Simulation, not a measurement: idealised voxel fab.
Process module, titled voxel capacitor over wiring
Xsec cut, 170 nm wide, square cell size 5 nm.
For the purposes of this document, a cross-section shall be understood as a grid of square cells, specified as bands listed in top-to-bottom order, each band consisting of one or more rows of cells. Read a band's entry like this: the first values are the height of its top and the height of its bottom in nm, and what follows is the sequence of materials from left to right, each with its width in nm. Note that "empty" is empty space, and that a single material marked "everywhere" reaches across the band from edge to edge. Height is counted from the level 0, under which the received wafer is composed throughout of one material. The lowest of the bands is not closed at the bottom but continues downward, in the notation "0 and below". The two numbers in a width such as "30..40" mark its ends across the band: the first belongs to the top row of cells, the second to the bottom row, and from each row to the next the width moves by the same amount. Where the words "no alteration" appear for a step, the cross-section shows no cell changed by that step; every cell remained as before. What "Closed void inventory" gives you is every empty space of 8 cells or more that is cut off from the top. Each appears as width x height at distance, with the distance taken from the left edge and width, height and distance all in nm. after a step's settings: what the simulator itself notes on the step. When a step includes a mask, the "overlay nm" setting on its line states how far to the right of its planned place that mask lay, and negative values state how far to the left.
Steps in the process plan:
step 1: RECEIVE: material Si
step 2: CONFORMAL_DEP: material SiO2, thk nm 10
step 3: CONFORMAL_DEP: material SiCN, thk nm 5
step 4: DIRECTIONAL_DEP: material SiO2, thk nm 25
step 5: DIRECTIONAL_DEP: material aC, thk nm 15
step 6: PATTERN: tone open, mask id METAL_1, material resist, width nm 30, pitch nm 85, thk nm 35, overlay nm 0
step 7: DIRECTIONAL_ETCH: etch materials aC, depth nm 15
step 8: STRIP: etch materials resist
step 9: DIRECTIONAL_ETCH: etch materials SiO2, depth nm 25
step 10: DIRECTIONAL_ETCH: etch materials SiCN, depth nm 5
step 11: STRIP: etch materials aC
step 12: CONFORMAL_DEP: material TiN, thk nm 5
step 13: FILL_DEP: material Ru, thk nm 10
step 14: CMP: height nm 40
step 15: CONFORMAL_DEP: material SiCN, thk nm 5
step 16: DIRECTIONAL_DEP: material lowk, thk nm 15
step 17: PATTERN: tone open, mask id PLUG_1, material resist, width nm 15, thk nm 20, overlay nm 0
step 18: DIRECTIONAL_ETCH: etch materials lowk, depth nm 15
step 19: DIRECTIONAL_ETCH: etch materials SiCN, depth nm 5
step 20: STRIP: etch materials resist
step 21: CONFORMAL_DEP: material TiN, thk nm 5
step 22: FILL_DEP: material Cu, thk nm 5
step 23: CMP: height nm 60
step 24: DIRECTIONAL_DEP: material TiN, thk nm 5
step 25: DIRECTIONAL_DEP: material Al2O3, thk nm 5
step 26: DIRECTIONAL_DEP: material TiN, thk nm 10
step 27: PATTERN: tone cover, mask id UPPER_PLATE, material resist, width nm 60, thk nm 20, overlay nm 0
step 28: DIRECTIONAL_ETCH: etch materials TiN, depth nm 10
step 29: DIRECTIONAL_ETCH: etch materials Al2O3, depth nm 5
step 30: STRIP: etch materials resist
step 31: DIRECTIONAL_DEP: material aC, thk nm 10
step 32: PATTERN: tone cover, mask id LOWER_PLATE, material resist, width nm 70, thk nm 25, overlay nm 0
step 33: DIRECTIONAL_ETCH: etch materials aC, depth nm 10
step 34: STRIP: etch materials resist
step 35: DIRECTIONAL_ETCH: etch materials TiN, depth nm 5
step 36: STRIP: etch materials aC
step 37: FILL_DEP: material SiO2, thk nm 20
step 38: CMP: height nm 95
step 39: DIRECTIONAL_DEP: material aC, thk nm 15
step 40: PATTERN: tone open, mask id PLUG_2, material resist, width nm 15, thk nm 35, overlay nm 0
step 41: DIRECTIONAL_ETCH: etch materials aC, depth nm 15
step 42: STRIP: etch materials resist
step 43: DIRECTIONAL_ETCH: etch materials SiO2, depth nm 15
step 44: STRIP: etch materials aC
step 45: CONFORMAL_DEP: material TiN, thk nm 5
step 46: FILL_DEP: material Cu, thk nm 5
step 47: CMP: height nm 95
step 48: CONFORMAL_DEP: material SiN, thk nm 5
This is the cross-section of the wafer as we received it, i.e. after step 1:
	0 and below = Si everywhere
	Closed void inventory: none
Same starting wafer, same plan as above, one mistake in the execution; this is the cross-section at the end of the module:
	100 down to 95 = SiN everywhere
	95 down to 85 = SiO2=50, TiN=5, Cu=5, TiN=5, SiO2=105
	85 down to 80 = SiO2=50, TiN=15, SiO2=105
	80 down to 70 = SiO2=40, TiN=60, SiO2=70
	70 down to 65 = SiO2=40, Al2O3=60, SiO2=70
	65 down to 60 = SiO2=35, TiN=70, SiO2=65
	60 down to 50 = lowk=40, TiN=5, Cu=5, TiN=5, lowk=115
	50 down to 45 = SiCN=40, TiN=15, SiCN=115
	45 down to 40 = TiN=30, Ru=20, TiN=65, Ru=20, TiN=35
	40 down to 15 = SiO2=25, TiN=5, Ru=20, TiN=5, SiO2=55, TiN=5, Ru=20, TiN=5, SiO2=30
	15 down to 10 = SiCN=25, TiN=30, SiCN=55, TiN=30, SiCN=30
	10 down to 0 = SiO2 everywhere
	0 and below = Si everywhere
	Closed void inventory: none
What was the processing mistake? step 14 did not use the planned setting and instead ran as CMP: height nm 45
